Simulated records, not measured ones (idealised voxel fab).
process module | voxel capacitor over wiring
cross-section cut | 270 nm wide | cells 5 nm
A cross-section is a grid of square cells, given in bands from the top down. A band is one or more rows of cells.
Each band's line starts with the height of the band's top and of its bottom, in nm. Then come its materials from left to right, each with its width in nm. One material with "throughout" fills the band from edge to edge. "air" is empty space.
Height 0 is the level under which the wafer as received is all one material. The lowest band goes on downwards, as in "0 down".
A width such as "30 to 40" changes by the same amount from each row of cells to the next, from the band's top row to its bottom row.
"no change" after a step means that no cell of the cross-section changed.
closed voids: empty space of 8 cells or more with no open way to the top, each as width x height at its distance from the left edge, in nm
after a step's settings: what the simulator itself notes on the step
overlay nm, on a step with a mask: how far to the right of its planned place the mask lay; to the left if negative
plan
1 op RECEIVE | material Si
2 op CONFORMAL_DEP | material SiO2 | thk nm 10
3 op DIRECTIONAL_DEP | material TiN | thk nm 5
4 op DIRECTIONAL_DEP | material W | thk nm 15
5 op MASKED_ETCH | tone cover | mask id METAL_1 | width nm 25 | pitch nm 95 | etch materials W | depth nm 15 | overlay nm 0
6 op MASKED_ETCH | tone cover | mask id METAL_1 | width nm 25 | pitch nm 95 | etch materials TiN | depth nm 5 | overlay nm 0
7 op CONFORMAL_DEP | material SiCN | thk nm 5
8 op FILL_DEP | material lowk | thk nm 10
9 op CMP | height nm 30
10 op CONFORMAL_DEP | material SiCN | thk nm 5
11 op DIRECTIONAL_DEP | material SiO2 | thk nm 10
12 op DIRECTIONAL_DEP | material aC | thk nm 15
13 op PATTERN | tone open | mask id PLUG_1 | material resist | width nm 15 | thk nm 30 | overlay nm 0
14 op DIRECTIONAL_ETCH | etch materials aC | depth nm 15
15 op STRIP | etch materials resist
16 op DIRECTIONAL_ETCH | etch materials SiO2 | depth nm 10
17 op DIRECTIONAL_ETCH | etch materials SiCN | depth nm 5
18 op STRIP | etch materials aC
19 op EPI | material Ru | thk nm 10
20 op EPI | material Ru | thk nm 5
21 op DIRECTIONAL_DEP | material TiN | thk nm 10
22 op DIRECTIONAL_DEP | material HfO2 | thk nm 5
23 op DIRECTIONAL_DEP | material TiN | thk nm 5
24 op MASKED_ETCH | tone cover | mask id UPPER_PLATE | width nm 75 | etch materials TiN | depth nm 5 | overlay nm 0
25 op MASKED_ETCH | tone cover | mask id UPPER_PLATE | width nm 75 | etch materials HfO2 | depth nm 5 | overlay nm 0
26 op DIRECTIONAL_DEP | material aC | thk nm 10
27 op PATTERN | tone cover | mask id LOWER_PLATE | material resist | width nm 85 | thk nm 25 | overlay nm 0
28 op DIRECTIONAL_ETCH | etch materials aC | depth nm 10
29 op STRIP | etch materials resist
30 op DIRECTIONAL_ETCH | etch materials TiN | depth nm 10
31 op STRIP | etch materials aC
32 op FILL_DEP | material SiO2 | thk nm 20
33 op CMP | height nm 80
34 op PATTERN | tone open | mask id PLUG_2 | material resist | width nm 15 | thk nm 20 | overlay nm 0
35 op DIRECTIONAL_ETCH | etch materials SiO2 | depth nm 15
36 op STRIP | etch materials resist
37 op CONFORMAL_DEP | material TiN | thk nm 5
38 op FILL_DEP | material W | thk nm 10
39 op CMP | height nm 80
40 op CONFORMAL_DEP | material SiN | thk nm 5
as received, after step 1
  0 down: Si throughout
  closed voids: none
a wafer at the end: this start, this plan, one mistake
  85 to 80: SiN throughout
  80 to 70: SiO2 95 | TiN 5 | W 5 | TiN 5 | SiO2 160
  70 to 60: SiO2 95 to 90 | TiN 15 to 65 | SiO2 160 to 115
  60 to 55: SiO2 85 | HfO2 75 | SiO2 110
  55 to 45: SiO2 80 | TiN 85 | SiO2 105
  45 to 35: SiO2 85 | Ru 15 | SiO2 170
  35 to 30: SiCN 85 | Ru 15 | SiCN 170
  30 to 15: lowk 70 | SiCN 5 | W 25 | SiCN 5 | lowk 60 | SiCN 5 | W 25 | SiCN 5 | lowk 70
  15 to 10: SiCN 75 | TiN 25 | SiCN 70 | TiN 25 | SiCN 75
  10 to 0: SiO2 throughout
  0 down: Si throughout
  closed voids: none
what went wrong: step 24 ran as: op MASKED_ETCH | tone cover | mask id UPPER_PLATE | width nm 65 | etch materials TiN | depth nm 5 | overlay nm 0
